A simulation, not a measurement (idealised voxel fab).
The document below concerns the process module designated voxel transistor to metal.
FYI the section here is cut, 190 nm wide, cells are 5 nm squares.
Cross-section layout: square cells on a grid; listed as bands, top to bottom; a band spans one or more cell rows. What a band's entry tells you: where the top is and where the bottom is, as heights in nm, and after that what lies inside, material by material from left to right, each with its width in nm. Empty space is written as the word "empty", and a single material marked with the word "throughout" occupies the band from edge to edge. We count height from 0. Below that, the starting wafer is all one material. The lowest band never ends at the bottom but goes on down; see "0 nm and below" for how that is written. When a width is written as two numbers, as in "30->40", the first number is the width in the top row of cells of the band and the second is the width in its bottom row, and the width changes by the same amount from each row to the next. For the purposes of this document, the phrase "nothing different" attached to a step denotes that no cell within the cross-section was modified by that step. In "Cavities, sealed" the enclosed voids are listed, meaning empty spaces of 8 cells or larger without any opening to the top. The form is width x height at distance, distance from the left edge, units nm. The remark found on a step's line after its settings is issued by the simulator itself and pertains to that step. Each step line may optionally specify "overlay nm", which for a step with a mask gives the rightward distance between the mask's planned place and where it lay, a negative value indicating the leftward direction.

-- This section lists the process steps that were planned
| 1 | RECEIVE with material Si |
| 2 | OXIDIZE with depth nm 5 |
| 3 | CONFORMAL_DEP with material SiN, thk nm 10 |
| 4 | MASKED_ETCH with tone cover, mask id ACTIVE, width nm 125, etch materials SiN, depth nm 10, overlay nm 0 |
| 5 | MASKED_ETCH with tone cover, mask id ACTIVE, width nm 125, etch materials SiO2, depth nm 5, overlay nm 0 |
| 6 | MASKED_ETCH with tone cover, mask id ACTIVE, width nm 125, etch materials Si, depth nm 20, overlay nm 0 |
| 7 | OXIDIZE with depth nm 5 |
| 8 | FILL_DEP with material SiO2, thk nm 5 |
| 9 | CMP with height nm 10 |
| 10 | SELECTIVE_ETCH with etch materials SiO2, depth nm 5 |
| 11 | STRIP with etch materials SiN |
| 12 | SELECTIVE_ETCH with etch materials SiO2, depth nm 5 |
| 13 | OXIDIZE with depth nm 5 |
| 14 | DIRECTIONAL_DEP with material polySi, thk nm 30 |
| 15 | DIRECTIONAL_DEP with material SiCN, thk nm 10 |
| 16 | MASKED_ETCH with tone cover, mask id GATE, width nm 35, etch materials SiCN, depth nm 20, overlay nm 0 |
| 17 | MASKED_ETCH with tone cover, mask id GATE, width nm 35, etch materials polySi, depth nm 40, overlay nm 0 |
| 18 | CONFORMAL_DEP with material SiN, thk nm 5 |
| 19 | DIRECTIONAL_ETCH with etch materials SiN, depth nm 5 |
| 20 | DIRECTIONAL_ETCH with etch materials SiO2, depth nm 5 |
| 21 | EPI with material pSi, thk nm 5 |
| 22 | FILL_DEP with material SiO2, thk nm 10 |
| 23 | CMP with height nm 25 |
| 24 | STRIP with etch materials polySi |
| 25 | SELECTIVE_ETCH with etch materials SiO2, depth nm 5 |
| 26 | CONFORMAL_DEP with material HfO2, thk nm 5 |
| 27 | CONFORMAL_DEP with material TiN, thk nm 5 |
| 28 | FILL_DEP with material W, thk nm 5 |
| 29 | CMP with height nm 20 |
| 30 | DIRECTIONAL_DEP with material SiO2, thk nm 10 |
| 31 | MASKED_ETCH with tone open, mask id CONTACT, width nm 20, pitch nm 85, etch materials SiO2, depth nm 35, overlay nm 0 |
| 32 | CONFORMAL_DEP with material TiN, thk nm 5 |
| 33 | FILL_DEP with material Ru, thk nm 5 |
| 34 | CMP with height nm 30 |
| 35 | CONFORMAL_DEP with material SiCN, thk nm 5 |
| 36 | DIRECTIONAL_DEP with material SiO2, thk nm 25 |
| 37 | PATTERN with tone open, mask id METAL_1, material resist, width nm 20, pitch nm 85, thk nm 15, overlay nm 0 |
| 38 | DIRECTIONAL_ETCH with etch materials SiO2, depth nm 25 |
| 39 | DIRECTIONAL_ETCH with etch materials SiCN, depth nm 5 |
| 40 | STRIP with etch materials resist |
| 41 | CONFORMAL_DEP with material TiN, thk nm 5 |
| 42 | FILL_DEP with material Cu, thk nm 5 |
| 43 | CMP with height nm 60 |
| 44 | EPI with material Ru, thk nm 5 |
| 45 | FILL_DEP with material SiCN, thk nm 5 |
| 46 | DIRECTIONAL_DEP with material lowk, thk nm 30 |
| 47 | PATTERN with tone open, mask id METAL_2_HOLES, material resist, width nm 15, pitch nm 85, thk nm 15, overlay nm 0 |
| 48 | DIRECTIONAL_ETCH with etch materials lowk, depth nm 30 |
| 49 | STRIP with etch materials resist |
| 50 | PATTERN with tone open, mask id METAL_2, material resist, width nm 15, pitch nm 85, thk nm 15, overlay nm 0 |
| 51 | DIRECTIONAL_ETCH with etch materials lowk, depth nm 20 |
| 52 | DIRECTIONAL_ETCH with etch materials SiCN, depth nm 5 |
| 53 | STRIP with etch materials resist |
| 54 | CONFORMAL_DEP with material TiN, thk nm 5 |
| 55 | FILL_DEP with material Cu, thk nm 5 |
| 56 | CMP with height nm 100 |
| 57 | CONFORMAL_DEP with material SiN, thk nm 5 |
What sets these wafers apart? The width nm at step 50. They all start alike, and the plan carries the first wafer's value.

-- Received wafers, first of several: cross-section after step 1
    0 nm and below | Si throughout
    Cavities, sealed: none

-- The rows of the table below are wafers. Looking at the end of the module, a row counts, for every material, the cells the wafer has gained, shown as (+), or lost, shown as (-), since it was received; its closed voids come next
width nm 15 | +36 Cu | +19 HfO2 | +36 Ru | -136 Si | +90 SiCN | +50 SiN | +386 SiO2 | +105 TiN | +12 W | +184 lowk | +16 pSi | Cavities, sealed: none
width nm 20 | +38 Cu | +19 HfO2 | +36 Ru | -136 Si | +88 SiCN | +50 SiN | +386 SiO2 | +105 TiN | +12 W | +184 lowk | +16 pSi | Cavities, sealed: none
width nm 25 | +44 Cu | +19 HfO2 | +36 Ru | -136 Si | +88 SiCN | +50 SiN | +386 SiO2 | +107 TiN | +12 W | +176 lowk | +16 pSi | Cavities, sealed: none
width nm 30 | +50 Cu | +19 HfO2 | +36 Ru | -136 Si | +88 SiCN | +50 SiN | +386 SiO2 | +109 TiN | +12 W | +168 lowk | +16 pSi | Cavities, sealed: none
width nm 35 | +56 Cu | +19 HfO2 | +36 Ru | -136 Si | +88 SiCN | +50 SiN | +386 SiO2 | +111 TiN | +12 W | +160 lowk | +16 pSi | Cavities, sealed: none
